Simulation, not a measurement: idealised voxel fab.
process module | voxel wiring stack
The cross-section shown here is cut; it is 255 nm wide and divided into square cells measuring 5 nm on a side.
When this document writes out a cross-section, it uses a grid of square cells and lists it as bands, beginning at the top and moving down, with a band standing for one or more rows of cells. The band entry comprises the height of the band's top followed by the height of its bottom, expressed in nm, and subsequently the band's materials from left to right, each stated together with its width in nm. Where a single material is marked with the word "full width", that material fills the band from edge to edge. The word "empty" represents empty space. We count height from 0. Below that, the starting wafer is all one material. The lowest band never ends at the bottom but goes on down; see "0 nm and below" for how that is written. It should be noted that a width expressed as "30..40" varies in equal increments from row to row of cells within the band, taking the value of the first number at the top row and that of the second number at the bottom row. Step marked "no alteration"? Then no cell in the cross-section changed in it. Closed-off voids of 8+ cells (no open route to the top) go in "Enclosed void list", written width x height at distance from the left edge, in nm. after a step's settings: what the simulator itself notes on the step. The "overlay nm" setting may appear on a step's line; for a step that uses a mask, it gives how far to the right of its planned position the mask lay, and a negative value indicates the left.

**List of planned process steps**
1: RECEIVE (material Si)
2: CONFORMAL_DEP (material SiO2; thk nm 15)
3: CONFORMAL_DEP (material SiN; thk nm 5)
4: DIRECTIONAL_DEP (material lowk; thk nm 15)
5: DIRECTIONAL_DEP (material aC; thk nm 10)
6: PATTERN (tone open; mask id METAL_1; material resist; width nm 20; pitch nm 35; thk nm 25; overlay nm 0)
7: DIRECTIONAL_ETCH (etch materials aC; depth nm 10)
8: STRIP (etch materials resist)
9: DIRECTIONAL_ETCH (etch materials lowk; depth nm 15)
10: DIRECTIONAL_ETCH (etch materials SiN; depth nm 5)
11: STRIP (etch materials aC)
12: CONFORMAL_DEP (material TiN; thk nm 5)
13: FILL_DEP (material Cu; thk nm 10)
14: CMP (height nm 35)
15: CONFORMAL_DEP (material SiCN; thk nm 5)
16: DIRECTIONAL_DEP (material lowk; thk nm 30)
17: PATTERN (tone open; mask id METAL_2_HOLES; material resist; width nm 15; pitch nm 70; thk nm 15; overlay nm 0)
18: DIRECTIONAL_ETCH (etch materials lowk; depth nm 30)
19: STRIP (etch materials resist)
20: MASKED_ETCH (tone open; mask id METAL_2; width nm 20; pitch nm 35; etch materials lowk; depth nm 20; overlay nm 0)
21: MASKED_ETCH (tone open; mask id METAL_2; width nm 20; pitch nm 35; etch materials SiCN; depth nm 5; overlay nm 0)
22: CONFORMAL_DEP (material TiN; thk nm 5)
23: FILL_DEP (material Cu; thk nm 5)
24: CMP (height nm 70)
25: CONFORMAL_DEP (material SiN; thk nm 5)

**Incoming wafer in cross-section (state: after step 1)**
- 0 nm and below  Si full width
- Enclosed void list: none

**Wafer cross-section at module end: first of two, run to plan**
- 75 nm to 70 nm  SiN full width
- 70 nm to 55 nm  65 of lowk, 5 of TiN, 10 of Cu, 5 of TiN, 15 of lowk, 5 of TiN, 10 of Cu, 5 of TiN, 15 of lowk, 5 of TiN, 10 of Cu, 5 of TiN, 15 of lowk, 5 of TiN, 10 of Cu, 5 of TiN, 65 of lowk
- 55 nm to 50 nm  65 of lowk, 5 of TiN, 5 of Cu, 10 of TiN, 15 of lowk, 20 of TiN, 15 of lowk, 5 of TiN, 5 of Cu, 10 of TiN, 15 of lowk, 20 of TiN, 65 of lowk
- 50 nm to 40 nm  65 of lowk, 5 of TiN, 5 of Cu, 5 of TiN, 55 of lowk, 5 of TiN, 5 of Cu, 5 of TiN, 105 of lowk
- 40 nm to 35 nm  65 of SiCN, 15 of TiN, 55 of SiCN, 15 of TiN, 105 of SiCN
- 35 nm to 20 nm  65 of lowk, 5 of TiN, 10 of Cu, 5 of TiN, 15 of lowk, 5 of TiN, 10 of Cu, 5 of TiN, 15 of lowk, 5 of TiN, 10 of Cu, 5 of TiN, 15 of lowk, 5 of TiN, 10 of Cu, 5 of TiN, 65 of lowk
- 20 nm to 15 nm  65 of SiN, 20 of TiN, 15 of SiN, 20 of TiN, 15 of SiN, 20 of TiN, 15 of SiN, 20 of TiN, 65 of SiN
- 15 nm to 0 nm  SiO2 full width
- 0 nm and below  Si full width
- Enclosed void list: none

**Same start, same plan as the first wafer - but one mistake in the run. Cross-section of the second of the two at the end of the module**
- 75 nm to 70 nm  SiN full width
- 70 nm to 55 nm  65 of lowk, 5 of TiN, 15 of Cu, 5 of TiN, 15 of lowk, 5 of TiN, 10 of Cu, 5 of TiN, 10 of lowk, 5 of TiN, 15 of Cu, 5 of TiN, 15 of lowk, 5 of TiN, 10 of Cu, 5 of TiN, 60 of lowk
- 55 nm to 50 nm  65 of lowk, 5 of TiN, 5 of Cu, 15 of TiN, 15 of lowk, 20 of TiN, 10 of lowk, 5 of TiN, 5 of Cu, 15 of TiN, 15 of lowk, 20 of TiN, 60 of lowk
- 50 nm to 40 nm  65 of lowk, 5 of TiN, 5 of Cu, 5 of TiN, 55 of lowk, 5 of TiN, 5 of Cu, 5 of TiN, 105 of lowk
- 40 nm to 35 nm  65 of SiCN, 15 of TiN, 55 of SiCN, 15 of TiN, 105 of SiCN
- 35 nm to 20 nm  65 of lowk, 5 of TiN, 10 of Cu, 5 of TiN, 15 of lowk, 5 of TiN, 10 of Cu, 5 of TiN, 15 of lowk, 5 of TiN, 10 of Cu, 5 of TiN, 15 of lowk, 5 of TiN, 10 of Cu, 5 of TiN, 65 of lowk
- 20 nm to 15 nm  65 of SiN, 20 of TiN, 15 of SiN, 20 of TiN, 15 of SiN, 20 of TiN, 15 of SiN, 20 of TiN, 65 of SiN
- 15 nm to 0 nm  SiO2 full width
- 0 nm and below  Si full width
- Enclosed void list: none
Short version of what went wrong: not per plan at step 20, really ran MASKED_ETCH (tone open; mask id METAL_2; width nm 20; pitch nm 35; etch materials lowk; depth nm 20; overlay nm 5)
Upon completion, the second wafer contains, in terms of cells, a greater or smaller amount of certain materials than the first wafer: Cu: 6 more | TiN: 2 more | lowk: 8 fewer
